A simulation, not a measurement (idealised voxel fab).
This section sets out a process module, namely voxel transistor to metal.
Square cells of 5 nm make up the cross-section cut, whose width is 175 nm.
A cross-section is written here as square cells arranged in a grid, and it is given in bands from the top down, each band taking up one or more rows of cells.
Band: top height; bottom height; in nm. Then, left to right: material with width in nm, for each material. "edge to edge": a single material spanning edge to edge. "blank": empty space.
A quick word on heights: they are counted from 0, and under that level the wafer as it came to us is one material throughout. The lowest band is different from the rest in having no bottom; it simply continues downward, written as in "top 0, no bottom".
Quick explanation for "30..40": the width changes in equal steps down the rows of cells, from the first number in the band's top row to the second number in its bottom row.
"no alteration" after a step means that no cell of the cross-section changed.
In "Enclosed internal cavities" the enclosed voids are listed, meaning empty spaces of 8 cells or larger without any opening to the top. The form is width x height at distance, distance from the left edge, units nm.
On a step's line, text after the settings is the simulator commenting on that step.
Among the settings permitted on a step's line is "overlay nm"; applied to a step with a mask, it specifies the extent to which the mask lay to the right of its planned position, whereas a negative figure signifies a position to the left.
From here on the document is pairs. In a pair, the cross-section before one process step comes with the cross-section after it, and the latter goes no deeper than the lowest band that changed. What lies in between, the step and its settings, is written under the pair. A pair may be from a different run of this module on the same starting wafer than the pair above it, so it continues from that pair only where its entry headed "Pre-step" says so.

Pre-step:
top 60, bottom 55: TiN (50)  blank (10)  TiN (55)  blank (10)  TiN (50)
top 55, bottom 40: SiO2 (45)  TiN (5)  blank (10)  TiN (5)  SiO2 (45)  TiN (5)  blank (10)  TiN (5)  SiO2 (45)
top 40, bottom 15: SiO2 (45)  TiN (5)  blank (10)  TiN (5)  SiN (10)  SiO2 (5)  polySi (15)  SiO2 (5)  SiN (10)  TiN (5)  blank (10)  TiN (5)  SiO2 (45)
top 15, bottom 10: SiO2 (45)  TiN (20)  SiO2 (45)  TiN (20)  SiO2 (45)
top 10, bottom 0: SiO2 (35)  SiN (105)  SiO2 (35)
top 0, bottom -5: SiO2 edge to edge
top -5, bottom -30: SiO2 (35)  Si (105)  SiO2 (35)
top -30, no bottom: Si edge to edge
Enclosed internal cavities: none

Structure After Step:
top 65, bottom 60: Ru edge to edge
top 60, bottom 55: TiN (50)  Ru (10)  TiN (55)  Ru (10)  TiN (50)
top 55, bottom 40: SiO2 (45)  TiN (5)  Ru (10)  TiN (5)  SiO2 (45)  TiN (5)  Ru (10)  TiN (5)  SiO2 (45)
top 40, bottom 15: SiO2 (45)  TiN (5)  Ru (10)  TiN (5)  SiN (10)  SiO2 (5)  polySi (15)  SiO2 (5)  SiN (10)  TiN (5)  Ru (10)  TiN (5)  SiO2 (45)
Unchanged below 15.
Enclosed internal cavities: none
To go from the before cross-section above to the after cross-section, apply FILL_DEP with material Ru, thk nm 5

Pre-step: the after view from the pair directly above serves as the before view here.

Structure After Step:
top 55, bottom 40: SiO2 (45)  TiN (5)  Ru (10)  TiN (5)  SiO2 (45)  TiN (5)  Ru (10)  TiN (5)  SiO2 (45)
Unchanged below 40.
Enclosed internal cavities: none
To go from the before cross-section above to the after cross-section, apply CMP with height nm 55

Pre-step: the after view from the pair directly above serves as the before view here.

Structure After Step:
top 60, bottom 55: TiN edge to edge
Unchanged below 55.
Enclosed internal cavities: none
To go from the before cross-section above to the after cross-section, apply DIRECTIONAL_DEP with material TiN, thk nm 5

Pre-step: the after view from the pair directly above serves as the before view here.

Structure After Step:
top 85, bottom 60: Ru edge to edge
Unchanged below 60.
Enclosed internal cavities: none
To go from the before cross-section above to the after cross-section, apply DIRECTIONAL_DEP with material Ru, thk nm 25

Pre-step: the after view from the pair directly above serves as the before view here.

Structure After Step:
top 105, bottom 85: blank (45)  resist (20)  blank (45)  resist (20)  blank (45)
Unchanged below 85.
Enclosed internal cavities: none
To go from the before cross-section above to the after cross-section, apply PATTERN with tone cover, mask id METAL_1, material resist, width nm 20, pitch nm 65, thk nm 20, overlay nm 0

Pre-step: the after view from the pair directly above serves as the before view here.

Structure After Step:
top 105, bottom 85: blank (45)  resist (20)  blank (45)  resist (20)  blank (45)
top 85, bottom 60: blank (45)  Ru (20)  blank (45)  Ru (20)  blank (45)
Unchanged below 60.
Enclosed internal cavities: none
To go from the before cross-section above to the after cross-section, apply DIRECTIONAL_ETCH with etch materials Ru, depth nm 25

Pre-step: the after view from the pair directly above serves as the before view here.

Structure After Step:
top 105, bottom 85: blank (45)  resist (20)  blank (45)  resist (20)  blank (45)
top 85, bottom 60: blank (45)  Ru (20)  blank (45)  Ru (20)  blank (45)
top 60, bottom 55: blank (45)  TiN (20)  blank (45)  TiN (20)  blank (45)
Unchanged below 55.
Enclosed internal cavities: none
To go from the before cross-section above to the after cross-section, apply DIRECTIONAL_ETCH with etch materials TiN, depth nm 5

Pre-step: the after view from the pair directly above serves as the before view here.

Structure After Step:
top 85, bottom 60: blank (45)  Ru (20)  blank (45)  Ru (20)  blank (45)
Unchanged below 60.
Enclosed internal cavities: none
To go from the before cross-section above to the after cross-section, apply STRIP with etch materials resist

Pre-step: the after view from the pair directly above serves as the before view here.

Structure After Step:
top 90, bottom 85: SiO2 edge to edge
top 85, bottom 60: SiO2 (45)  Ru (20)  SiO2 (45)  Ru (20)  SiO2 (45)
top 60, bottom 55: SiO2 (45)  TiN (20)  SiO2 (45)  TiN (20)  SiO2 (45)
Unchanged below 55.
Enclosed internal cavities: none
To go from the before cross-section above to the after cross-section, apply FILL_DEP with material SiO2, thk nm 5

Pre-step: the after view from the pair directly above serves as the before view here.

Structure After Step:
top 85, bottom 60: SiO2 (45)  Ru (20)  SiO2 (45)  Ru (20)  SiO2 (45)
Unchanged below 60.
Enclosed internal cavities: none
To go from the before cross-section above to the after cross-section, apply CMP with height nm 85

Pre-step: the after view from the pair directly above serves as the before view here.

Structure After Step:
top 90, bottom 85: SiN edge to edge
Unchanged below 85.
Enclosed internal cavities: none
To go from the before cross-section above to the after cross-section, apply CONFORMAL_DEP with material SiN, thk nm 5

Pre-step:
top 55, bottom 40: SiO2 edge to edge
top 40, bottom 25: SiO2 (65)  SiN (10)  SiO2 (5)  SiCN (15)  SiO2 (5)  SiN (10)  SiO2 (65)
top 25, bottom 10: SiO2 (65)  SiN (10)  SiO2 (5)  polySi (15)  SiO2 (5)  SiN (10)  SiO2 (65)
top 10, bottom 0: SiO2 (35)  pSi (30)  SiN (10)  SiO2 (5)  polySi (15)  SiO2 (5)  SiN (10)  pSi (30)  SiO2 (35)
top 0, bottom -5: SiO2 (35)  SiN (10)  pSi (20)  SiN (10)  SiO2 (5)  polySi (15)  SiO2 (5)  SiN (10)  pSi (20)  SiN (10)  SiO2 (35)
top -5, bottom -10: SiO2 (45)  pSi (20)  SiO2 (45)  pSi (20)  SiO2 (45)
top -10, bottom -25: SiO2 (35)  Si (10)  pSi (20)  Si (45)  pSi (20)  Si (10)  SiO2 (35)
top -25, bottom -30: SiO2 (35)  Si (105)  SiO2 (35)
top -30, no bottom: Si edge to edge
Enclosed internal cavities: none

Structure After Step:
top 70, bottom 40: SiO2 edge to edge
Unchanged below 40.
Enclosed internal cavities: none
To go from the before cross-section above to the after cross-section, apply DIRECTIONAL_DEP with material SiO2, thk nm 15

Pre-step: the after view from the pair directly above serves as the before view here.

Structure After Step:
top 90, bottom 70: resist (45)  blank (20)  resist (45)  blank (20)  resist (45)
Unchanged below 70.
Enclosed internal cavities: none
To go from the before cross-section above to the after cross-section, apply PATTERN with tone open, mask id CONTACT, material resist, width nm 20, pitch nm 65, thk nm 20, overlay nm 0

Pre-step: the after view from the pair directly above serves as the before view here.

Structure After Step:
top 90, bottom 70: resist (45)  blank (20)  resist (45)  blank (20)  resist (45)
top 70, bottom 40: SiO2 (45)  blank (20)  SiO2 (45)  blank (20)  SiO2 (45)
top 40, bottom 25: SiO2 (45)  blank (20)  SiN (10)  SiO2 (5)  SiCN (15)  SiO2 (5)  SiN (10)  blank (20)  SiO2 (45)
Unchanged below 25.
Enclosed internal cavities: none
To go from the before cross-section above to the after cross-section, apply DIRECTIONAL_ETCH with etch materials SiO2, depth nm 45

Pre-step: the after view from the pair directly above serves as the before view here.

Structure After Step:
top 70, bottom 40: SiO2 (45)  blank (20)  SiO2 (45)  blank (20)  SiO2 (45)
Unchanged below 40.
Enclosed internal cavities: none
To go from the before cross-section above to the after cross-section, apply STRIP with etch materials resist

Pre-step: the after view from the pair directly above serves as the before view here.

Structure After Step:
top 75, bottom 70: TiN (50)  blank (10)  TiN (55)  blank (10)  TiN (50)
top 70, bottom 40: SiO2 (45)  TiN (5)  blank (10)  TiN (5)  SiO2 (45)  TiN (5)  blank (10)  TiN (5)  SiO2 (45)
top 40, bottom 30: SiO2 (45)  TiN (5)  blank (10)  TiN (5)  SiN (10)  SiO2 (5)  SiCN (15)  SiO2 (5)  SiN (10)  TiN (5)  blank (10)  TiN (5)  SiO2 (45)
top 30, bottom 25: SiO2 (45)  TiN (20)  SiN (10)  SiO2 (5)  SiCN (15)  SiO2 (5)  SiN (10)  TiN (20)  SiO2 (45)
Unchanged below 25.
Enclosed internal cavities: none
To go from the before cross-section above to the after cross-section, apply CONFORMAL_DEP with material TiN, thk nm 5

Pre-step: the after view from the pair directly above serves as the before view here.

Structure After Step:
top 80, bottom 75: Ru edge to edge
top 75, bottom 70: TiN (50)  Ru (10)  TiN (55)  Ru (10)  TiN (50)
top 70, bottom 40: SiO2 (45)  TiN (5)  Ru (10)  TiN (5)  SiO2 (45)  TiN (5)  Ru (10)  TiN (5)  SiO2 (45)
top 40, bottom 30: SiO2 (45)  TiN (5)  Ru (10)  TiN (5)  SiN (10)  SiO2 (5)  SiCN (15)  SiO2 (5)  SiN (10)  TiN (5)  Ru (10)  TiN (5)  SiO2 (45)
Unchanged below 30.
Enclosed internal cavities: none
To go from the before cross-section above to the after cross-section, apply FILL_DEP with material Ru, thk nm 5

Pre-step: the after view from the pair directly above serves as the before view here.

Structure After Step:
top 55, bottom 40: SiO2 (45)  TiN (5)  Ru (10)  TiN (5)  SiO2 (45)  TiN (5)  Ru (10)  TiN (5)  SiO2 (45)
Unchanged below 40.
Enclosed internal cavities: none
To go from the before cross-section above to the after cross-section, apply CMP with height nm 55

Pre-step: the after view from the pair directly above serves as the before view here.

Structure After Step:
top 60, bottom 55: TiN edge to edge
Unchanged below 55.
Enclosed internal cavities: none
To go from the before cross-section above to the after cross-section, apply DIRECTIONAL_DEP with material TiN, thk nm 5

Pre-step: the after view from the pair directly above serves as the before view here.

Structure After Step:
top 85, bottom 60: Ru edge to edge
Unchanged below 60.
Enclosed internal cavities: none
To go from the before cross-section above to the after cross-section, apply DIRECTIONAL_DEP with material Ru, thk nm 25

Pre-step: the after view from the pair directly above serves as the before view here.

Structure After Step:
top 105, bottom 85: blank (45)  resist (20)  blank (45)  resist (20)  blank (45)
Unchanged below 85.
Enclosed internal cavities: none
To go from the before cross-section above to the after cross-section, apply PATTERN with tone cover, mask id METAL_1, material resist, width nm 20, pitch nm 65, thk nm 20, overlay nm 0

Pre-step: the after view from the pair directly above serves as the before view here.

Structure After Step:
top 105, bottom 85: blank (45)  resist (20)  blank (45)  resist (20)  blank (45)
top 85, bottom 60: blank (45)  Ru (20)  blank (45)  Ru (20)  blank (45)
Unchanged below 60.
Enclosed internal cavities: none
To go from the before cross-section above to the after cross-section, apply DIRECTIONAL_ETCH with etch materials Ru, depth nm 25

Pre-step: the after view from the pair directly above serves as the before view here.

Structure After Step:
top 105, bottom 85: blank (45)  resist (20)  blank (45)  resist (20)  blank (45)
top 85, bottom 60: blank (45)  Ru (20)  blank (45)  Ru (20)  blank (45)
top 60, bottom 55: blank (45)  TiN (20)  blank (45)  TiN (20)  blank (45)
Unchanged below 55.
Enclosed internal cavities: none
To go from the before cross-section above to the after cross-section, apply DIRECTIONAL_ETCH with etch materials TiN, depth nm 5

Pre-step: the after view from the pair directly above serves as the before view here.

Structure After Step:
top 85, bottom 60: blank (45)  Ru (20)  blank (45)  Ru (20)  blank (45)
Unchanged below 60.
Enclosed internal cavities: none
To go from the before cross-section above to the after cross-section, apply STRIP with etch materials resist

Pre-step: the after view from the pair directly above serves as the before view here.

Structure After Step:
top 90, bottom 85: SiO2 edge to edge
top 85, bottom 60: SiO2 (45)  Ru (20)  SiO2 (45)  Ru (20)  SiO2 (45)
top 60, bottom 55: SiO2 (45)  TiN (20)  SiO2 (45)  TiN (20)  SiO2 (45)
Unchanged below 55.
Enclosed internal cavities: none
To go from the before cross-section above to the after cross-section, apply FILL_DEP with material SiO2, thk nm 5

Pre-step: the after view from the pair directly above serves as the before view here.

Structure After Step:
top 85, bottom 60: SiO2 (45)  Ru (20)  SiO2 (45)  Ru (20)  SiO2 (45)
Unchanged below 60.
Enclosed internal cavities: none
To go from the before cross-section above to the after cross-section, apply CMP with height nm 85

Pre-step: the after view from the pair directly above serves as the before view here.

Structure After Step:
top 90, bottom 85: SiN edge to edge
Unchanged below 85.
Enclosed internal cavities: none
To go from the before cross-section above to the after cross-section, apply CONFORMAL_DEP with material SiN, thk nm 5

Pre-step:
top 55, bottom 40: SiO2 (45)  TiN (5)  Ru (10)  TiN (5)  SiO2 (45)  TiN (5)  Ru (10)  TiN (5)  SiO2 (45)
top 40, bottom 25: SiO2 (45)  TiN (5)  Ru (10)  TiN (5)  SiN (10)  SiO2 (5)  SiCN (15)  SiO2 (5)  SiN (10)  TiN (5)  Ru (10)  TiN (5)  SiO2 (45)
top 25, bottom 15: SiO2 (45)  TiN (5)  Ru (10)  TiN (5)  SiN (10)  SiO2 (5)  polySi (15)  SiO2 (5)  SiN (10)  TiN (5)  Ru (10)  TiN (5)  SiO2 (45)
top 15, bottom 10: SiO2 (45)  TiN (20)  SiN (10)  SiO2 (5)  polySi (15)  SiO2 (5)  SiN (10)  TiN (20)  SiO2 (45)
top 10, bottom 0: SiO2 (35)  pSi (30)  SiN (10)  SiO2 (5)  polySi (15)  SiO2 (5)  SiN (10)  pSi (30)  SiO2 (35)
top 0, bottom -5: SiO2 (35)  SiN (10)  pSi (20)  SiN (10)  SiO2 (5)  polySi (15)  SiO2 (5)  SiN (10)  pSi (20)  SiN (10)  SiO2 (35)
top -5, bottom -10: SiO2 (45)  pSi (20)  SiO2 (45)  pSi (20)  SiO2 (45)
top -10, bottom -25: SiO2 (35)  Si (10)  pSi (20)  Si (45)  pSi (20)  Si (10)  SiO2 (35)
top -25, bottom -30: SiO2 (35)  Si (105)  SiO2 (35)
top -30, no bottom: Si edge to edge
Enclosed internal cavities: none

Structure After Step:
top 80, bottom 55: Ru edge to edge
Unchanged below 55.
Enclosed internal cavities: none
To go from the before cross-section above to the after cross-section, apply DIRECTIONAL_DEP with material Ru, thk nm 25

Pre-step: the after view from the pair directly above serves as the before view here.

Structure After Step:
top 85, bottom 80: TiN edge to edge
Unchanged below 80.
Enclosed internal cavities: none
To go from the before cross-section above to the after cross-section, apply DIRECTIONAL_DEP with material TiN, thk nm 5

Pre-step: the after view from the pair directly above serves as the before view here.

Structure After Step:
top 105, bottom 85: blank (45)  resist (20)  blank (45)  resist (20)  blank (45)
Unchanged below 85.
Enclosed internal cavities: none
To go from the before cross-section above to the after cross-section, apply PATTERN with tone cover, mask id METAL_1, material resist, width nm 20, pitch nm 65, thk nm 20, overlay nm 0

Pre-step: the after view from the pair directly above serves as the before view here.

Structure After Step:
top 105, bottom 85: blank (45)  resist (20)  blank (45)  resist (20)  blank (45)
top 85, bottom 80: blank (45)  TiN (20)  blank (45)  TiN (20)  blank (45)
Unchanged below 80.
Enclosed internal cavities: none
To go from the before cross-section above to the after cross-section, apply DIRECTIONAL_ETCH with etch materials TiN, depth nm 5

Pre-step: the after view from the pair directly above serves as the before view here.

Structure After Step:
top 85, bottom 80: blank (45)  TiN (20)  blank (45)  TiN (20)  blank (45)
Unchanged below 80.
Enclosed internal cavities: none
To go from the before cross-section above to the after cross-section, apply STRIP with etch materials resist

Pre-step: the after view from the pair directly above serves as the before view here.

Structure After Step:
top 90, bottom 85: SiO2 edge to edge
top 85, bottom 80: SiO2 (45)  TiN (20)  SiO2 (45)  TiN (20)  SiO2 (45)
Unchanged below 80.
Enclosed internal cavities: none
To go from the before cross-section above to the after cross-section, apply FILL_DEP with material SiO2, thk nm 5

Pre-step: the after view from the pair directly above serves as the before view here.

Structure After Step:
top 85, bottom 80: SiO2 (45)  TiN (20)  SiO2 (45)  TiN (20)  SiO2 (45)
Unchanged below 80.
Enclosed internal cavities: none
To go from the before cross-section above to the after cross-section, apply CMP with height nm 85

Pre-step: the after view from the pair directly above serves as the before view here.

Structure After Step:
top 90, bottom 85: SiN edge to edge
Unchanged below 85.
Enclosed internal cavities: none
To go from the before cross-section above to the after cross-section, apply CONFORMAL_DEP with material SiN, thk nm 5

Pre-step:
top 90, bottom 85: SiO2 edge to edge
top 85, bottom 60: SiO2 (45)  Ru (20)  SiO2 (45)  Ru (20)  SiO2 (45)
top 60, bottom 55: SiO2 (45)  TiN (20)  SiO2 (45)  TiN (20)  SiO2 (45)
top 55, bottom 40: SiO2 (45)  TiN (5)  Ru (10)  TiN (5)  SiO2 (45)  TiN (5)  Ru (10)  TiN (5)  SiO2 (45)
top 40, bottom 25: SiO2 (45)  TiN (5)  Ru (10)  TiN (5)  SiN (10)  SiO2 (5)  SiCN (15)  SiO2 (5)  SiN (10)  TiN (5)  Ru (10)  TiN (5)  SiO2 (45)
top 25, bottom 15: SiO2 (45)  TiN (5)  Ru (10)  TiN (5)  SiN (10)  SiO2 (5)  polySi (15)  SiO2 (5)  SiN (10)  TiN (5)  Ru (10)  TiN (5)  SiO2 (45)
top 15, bottom 10: SiO2 (45)  TiN (20)  SiN (10)  SiO2 (5)  polySi (15)  SiO2 (5)  SiN (10)  TiN (20)  SiO2 (45)
top 10, bottom 0: SiO2 (35)  pSi (30)  SiN (10)  SiO2 (5)  polySi (15)  SiO2 (5)  SiN (10)  pSi (30)  SiO2 (35)
top 0, bottom -5: SiO2 (35)  SiN (10)  pSi (20)  SiN (10)  SiO2 (5)  polySi (15)  SiO2 (5)  SiN (10)  pSi (20)  SiN (10)  SiO2 (35)
top -5, bottom -10: SiO2 (45)  pSi (20)  SiO2 (45)  pSi (20)  SiO2 (45)
top -10, bottom -25: SiO2 (35)  Si (10)  pSi (20)  Si (45)  pSi (20)  Si (10)  SiO2 (35)
top -25, bottom -30: SiO2 (35)  Si (105)  SiO2 (35)
top -30, no bottom: Si edge to edge
Enclosed internal cavities: none

Structure After Step:
top 80, bottom 60: SiO2 (45)  Ru (20)  SiO2 (45)  Ru (20)  SiO2 (45)
Unchanged below 60.
Enclosed internal cavities: none
To go from the before cross-section above to the after cross-section, apply CMP with height nm 80

Pre-step: the after view from the pair directly above serves as the before view here.

Structure After Step:
top 85, bottom 80: SiN edge to edge
Unchanged below 80.
Enclosed internal cavities: none
To go from the before cross-section above to the after cross-section, apply CONFORMAL_DEP with material SiN, thk nm 5

Pre-step:
top 55, bottom 40: SiO2 edge to edge
top 40, bottom 25: SiO2 (65)  SiN (10)  SiO2 (5)  SiCN (15)  SiO2 (5)  SiN (10)  SiO2 (65)
top 25, bottom 10: SiO2 (65)  SiN (10)  SiO2 (5)  polySi (15)  SiO2 (5)  SiN (10)  SiO2 (65)
top 10, bottom 0: SiO2 (35)  pSi (30)  SiN (10)  SiO2 (5)  polySi (15)  SiO2 (5)  SiN (10)  pSi (30)  SiO2 (35)
top 0, bottom -5: SiO2 (35)  SiN (10)  pSi (20)  SiN (10)  SiO2 (5)  polySi (15)  SiO2 (5)  SiN (10)  pSi (20)  SiN (10)  SiO2 (35)
top -5, bottom -10: SiO2 (45)  pSi (20)  SiO2 (45)  pSi (20)  SiO2 (45)
top -10, bottom -25: SiO2 (35)  Si (10)  pSi (20)  Si (45)  pSi (20)  Si (10)  SiO2 (35)
top -25, bottom -30: SiO2 (35)  Si (105)  SiO2 (35)
top -30, no bottom: Si edge to edge
Enclosed internal cavities: none

Structure After Step:
top 75, bottom 55: resist (50)  blank (15)  resist (50)  blank (15)  resist (45)
Unchanged below 55.
Enclosed internal cavities: none
To go from the before cross-section above to the after cross-section, apply PATTERN with tone open, mask id CONTACT, material resist, width nm 15, pitch nm 65, thk nm 20, overlay nm 0

Pre-step: the after view from the pair directly above serves as the before view here.

Structure After Step:
top 75, bottom 55: resist (50)  blank (15)  resist (50)  blank (15)  resist (45)
top 55, bottom 40: SiO2 (50)  blank (15)  SiO2 (50)  blank (15)  SiO2 (45)
top 40, bottom 25: SiO2 (50)  blank (15)  SiN (10)  SiO2 (5)  SiCN (15)  SiO2 (5)  SiN (10)  SiO2 (5)  blank (15)  SiO2 (45)
top 25, bottom 10: SiO2 (50)  blank (15)  SiN (10)  SiO2 (5)  polySi (15)  SiO2 (5)  SiN (10)  SiO2 (5)  blank (15)  SiO2 (45)
Unchanged below 10.
Enclosed internal cavities: none
To go from the before cross-section above to the after cross-section, apply DIRECTIONAL_ETCH with etch materials SiO2, depth nm 45

Pre-step: the after view from the pair directly above serves as the before view here.

Structure After Step:
top 55, bottom 40: SiO2 (50)  blank (15)  SiO2 (50)  blank (15)  SiO2 (45)
Unchanged below 40.
Enclosed internal cavities: none
To go from the before cross-section above to the after cross-section, apply STRIP with etch materials resist

Pre-step: the after view from the pair directly above serves as the before view here.

Structure After Step:
top 60, bottom 55: TiN (55)  blank (5)  TiN (60)  blank (5)  TiN (50)
top 55, bottom 40: SiO2 (50)  TiN (5)  blank (5)  TiN (5)  SiO2 (50)  TiN (5)  blank (5)  TiN (5)  SiO2 (45)
top 40, bottom 25: SiO2 (50)  TiN (5)  blank (5)  TiN (5)  SiN (10)  SiO2 (5)  SiCN (15)  SiO2 (5)  SiN (10)  SiO2 (5)  TiN (5)  blank (5)  TiN (5)  SiO2 (45)
top 25, bottom 15: SiO2 (50)  TiN (5)  blank (5)  TiN (5)  SiN (10)  SiO2 (5)  polySi (15)  SiO2 (5)  SiN (10)  SiO2 (5)  TiN (5)  blank (5)  TiN (5)  SiO2 (45)
top 15, bottom 10: SiO2 (50)  TiN (15)  SiN (10)  SiO2 (5)  polySi (15)  SiO2 (5)  SiN (10)  SiO2 (5)  TiN (15)  SiO2 (45)
Unchanged below 10.
Enclosed internal cavities: none
To go from the before cross-section above to the after cross-section, apply CONFORMAL_DEP with material TiN, thk nm 5

Pre-step: the after view from the pair directly above serves as the before view here.

Structure After Step:
top 65, bottom 60: Ru edge to edge
top 60, bottom 55: TiN (55)  Ru (5)  TiN (60)  Ru (5)  TiN (50)
top 55, bottom 40: SiO2 (50)  TiN (5)  Ru (5)  TiN (5)  SiO2 (50)  TiN (5)  Ru (5)  TiN (5)  SiO2 (45)
top 40, bottom 25: SiO2 (50)  TiN (5)  Ru (5)  TiN (5)  SiN (10)  SiO2 (5)  SiCN (15)  SiO2 (5)  SiN (10)  SiO2 (5)  TiN (5)  Ru (5)  TiN (5)  SiO2 (45)
top 25, bottom 15: SiO2 (50)  TiN (5)  Ru (5)  TiN (5)  SiN (10)  SiO2 (5)  polySi (15)  SiO2 (5)  SiN (10)  SiO2 (5)  TiN (5)  Ru (5)  TiN (5)  SiO2 (45)
Unchanged below 15.
Enclosed internal cavities: none
To go from the before cross-section above to the after cross-section, apply FILL_DEP with material Ru, thk nm 5

Pre-step: the after view from the pair directly above serves as the before view here.

Structure After Step:
top 55, bottom 40: SiO2 (50)  TiN (5)  Ru (5)  TiN (5)  SiO2 (50)  TiN (5)  Ru (5)  TiN (5)  SiO2 (45)
Unchanged below 40.
Enclosed internal cavities: none
To go from the before cross-section above to the after cross-section, apply CMP with height nm 55

Pre-step: the after view from the pair directly above serves as the before view here.

Structure After Step:
top 60, bottom 55: TiN edge to edge
Unchanged below 55.
Enclosed internal cavities: none
To go from the before cross-section above to the after cross-section, apply DIRECTIONAL_DEP with material TiN, thk nm 5

Pre-step: the after view from the pair directly above serves as the before view here.

Structure After Step:
top 85, bottom 60: Ru edge to edge
Unchanged below 60.
Enclosed internal cavities: none
To go from the before cross-section above to the after cross-section, apply DIRECTIONAL_DEP with material Ru, thk nm 25

Pre-step: the after view from the pair directly above serves as the before view here.

Structure After Step:
top 105, bottom 85: blank (45)  resist (20)  blank (45)  resist (20)  blank (45)
Unchanged below 85.
Enclosed internal cavities: none
To go from the before cross-section above to the after cross-section, apply PATTERN with tone cover, mask id METAL_1, material resist, width nm 20, pitch nm 65, thk nm 20, overlay nm 0

Pre-step: the after view from the pair directly above serves as the before view here.

Structure After Step:
top 105, bottom 85: blank (45)  resist (20)  blank (45)  resist (20)  blank (45)
top 85, bottom 60: blank (45)  Ru (20)  blank (45)  Ru (20)  blank (45)
Unchanged below 60.
Enclosed internal cavities: none
To go from the before cross-section above to the after cross-section, apply DIRECTIONAL_ETCH with etch materials Ru, depth nm 25

Pre-step: the after view from the pair directly above serves as the before view here.

Structure After Step:
top 105, bottom 85: blank (45)  resist (20)  blank (45)  resist (20)  blank (45)
top 85, bottom 60: blank (45)  Ru (20)  blank (45)  Ru (20)  blank (45)
top 60, bottom 55: blank (45)  TiN (20)  blank (45)  TiN (20)  blank (45)
Unchanged below 55.
Enclosed internal cavities: none
To go from the before cross-section above to the after cross-section, apply DIRECTIONAL_ETCH with etch materials TiN, depth nm 5

Pre-step: the after view from the pair directly above serves as the before view here.

Structure After Step:
top 85, bottom 60: blank (45)  Ru (20)  blank (45)  Ru (20)  blank (45)
Unchanged below 60.
Enclosed internal cavities: none
To go from the before cross-section above to the after cross-section, apply STRIP with etch materials resist

Pre-step: the after view from the pair directly above serves as the before view here.

Structure After Step:
top 90, bottom 85: SiO2 edge to edge
top 85, bottom 60: SiO2 (45)  Ru (20)  SiO2 (45)  Ru (20)  SiO2 (45)
top 60, bottom 55: SiO2 (45)  TiN (20)  SiO2 (45)  TiN (20)  SiO2 (45)
Unchanged below 55.
Enclosed internal cavities: none
To go from the before cross-section above to the after cross-section, apply FILL_DEP with material SiO2, thk nm 5

Pre-step: the after view from the pair directly above serves as the before view here.

Structure After Step:
top 85, bottom 60: SiO2 (45)  Ru (20)  SiO2 (45)  Ru (20)  SiO2 (45)
Unchanged below 60.
Enclosed internal cavities: none
To go from the before cross-section above to the after cross-section, apply CMP with height nm 85

Pre-step: the after view from the pair directly above serves as the before view here.

Structure After Step:
top 90, bottom 85: SiN edge to edge
Unchanged below 85.
Enclosed internal cavities: none
To go from the before cross-section above to the after cross-section, apply CONFORMAL_DEP with material SiN, thk nm 5

Pre-step:
top 20, bottom 10: aC edge to edge
top 10, bottom 0: SiN edge to edge
top 0, bottom -5: SiO2 edge to edge
top -5, no bottom: Si edge to edge
Enclosed internal cavities: none

Structure After Step:
top 50, bottom 20: blank (30)  resist (105)  blank (40)
Unchanged below 20.
Enclosed internal cavities: none
To go from the before cross-section above to the after cross-section, apply PATTERN with tone cover, mask id ACTIVE, material resist, width nm 105, thk nm 30, overlay nm -5

Pre-step: the after view from the pair directly above serves as the before view here.

Structure After Step:
top 40, bottom 20: blank (30)  resist (105)  blank (40)
top 20, bottom 10: blank (30)  aC (105)  blank (40)
Unchanged below 10.
Enclosed internal cavities: none
To go from the before cross-section above to the after cross-section, apply DIRECTIONAL_ETCH with etch materials aC, depth nm 10

Pre-step: the after view from the pair directly above serves as the before view here.

Structure After Step:
top 20, bottom 10: blank (30)  aC (105)  blank (40)
Unchanged below 10.
Enclosed internal cavities: none
To go from the before cross-section above to the after cross-section, apply STRIP with etch materials resist

Pre-step: the after view from the pair directly above serves as the before view here.

Structure After Step:
top 20, bottom 10: blank (30)  aC (105)  blank (40)
top 10, bottom 0: blank (30)  SiN (105)  blank (40)
Unchanged below 0.
Enclosed internal cavities: none
To go from the before cross-section above to the after cross-section, apply DIRECTIONAL_ETCH with etch materials SiN, depth nm 10

Pre-step: the after view from the pair directly above serves as the before view here.

Structure After Step:
top 20, bottom 10: blank (30)  aC (105)  blank (40)
top 10, bottom 0: blank (30)  SiN (105)  blank (40)
top 0, bottom -5: blank (30)  SiO2 (105)  blank (40)
Unchanged below -5.
Enclosed internal cavities: none
To go from the before cross-section above to the after cross-section, apply DIRECTIONAL_ETCH with etch materials SiO2, depth nm 5

Pre-step: the after view from the pair directly above serves as the before view here.

Structure After Step:
top 20, bottom 10: blank (30)  aC (105)  blank (40)
top 10, bottom 0: blank (30)  SiN (105)  blank (40)
top 0, bottom -5: blank (30)  SiO2 (105)  blank (40)
top -5, bottom -30: blank (30)  Si (105)  blank (40)
Unchanged below -30.
Enclosed internal cavities: none
To go from the before cross-section above to the after cross-section, apply DIRECTIONAL_ETCH with etch materials Si, depth nm 25

Pre-step: the after view from the pair directly above serves as the before view here.

Structure After Step:
top 10, bottom 0: blank (30)  SiN (105)  blank (40)
Unchanged below 0.
Enclosed internal cavities: none
To go from the before cross-section above to the after cross-section, apply STRIP with etch materials aC

Pre-step: the after view from the pair directly above serves as the before view here.

Structure After Step:
top 25, bottom 10: SiO2 edge to edge
top 10, bottom 0: SiO2 (30)  SiN (105)  SiO2 (40)
top 0, bottom -5: SiO2 edge to edge
top -5, bottom -30: SiO2 (30)  Si (105)  SiO2 (40)
Unchanged below -30.
Enclosed internal cavities: none
To go from the before cross-section above to the after cross-section, apply FILL_DEP with material SiO2, thk nm 15

Pre-step: the after view from the pair directly above serves as the before view here.

Structure After Step:
top 10, bottom 0: SiO2 (30)  SiN (105)  SiO2 (40)
Unchanged below 0.
Enclosed internal cavities: none
To go from the before cross-section above to the after cross-section, apply CMP with height nm 10

Pre-step: the after view from the pair directly above serves as the before view here.

Structure After Step:
top 10, bottom 5: blank (30)  SiN (105)  blank (40)
Unchanged below 5.
Enclosed internal cavities: none
To go from the before cross-section above to the after cross-section, apply SELECTIVE_ETCH with etch materials SiO2, depth nm 5

Pre-step: the after view from the pair directly above serves as the before view here.

Structure After Step:
top 5, bottom 0: SiO2 (30)  blank (105)  SiO2 (40)
Unchanged below 0.
Enclosed internal cavities: none
To go from the before cross-section above to the after cross-section, apply STRIP with etch materials SiN

Pre-step: the after view from the pair directly above serves as the before view here.

Structure After Step:
top 0, bottom -5: SiO2 (25)  blank (115)  SiO2 (35)
Unchanged below -5.
Enclosed internal cavities: none
To go from the before cross-section above to the after cross-section, apply SELECTIVE_ETCH with etch materials SiO2, depth nm 5
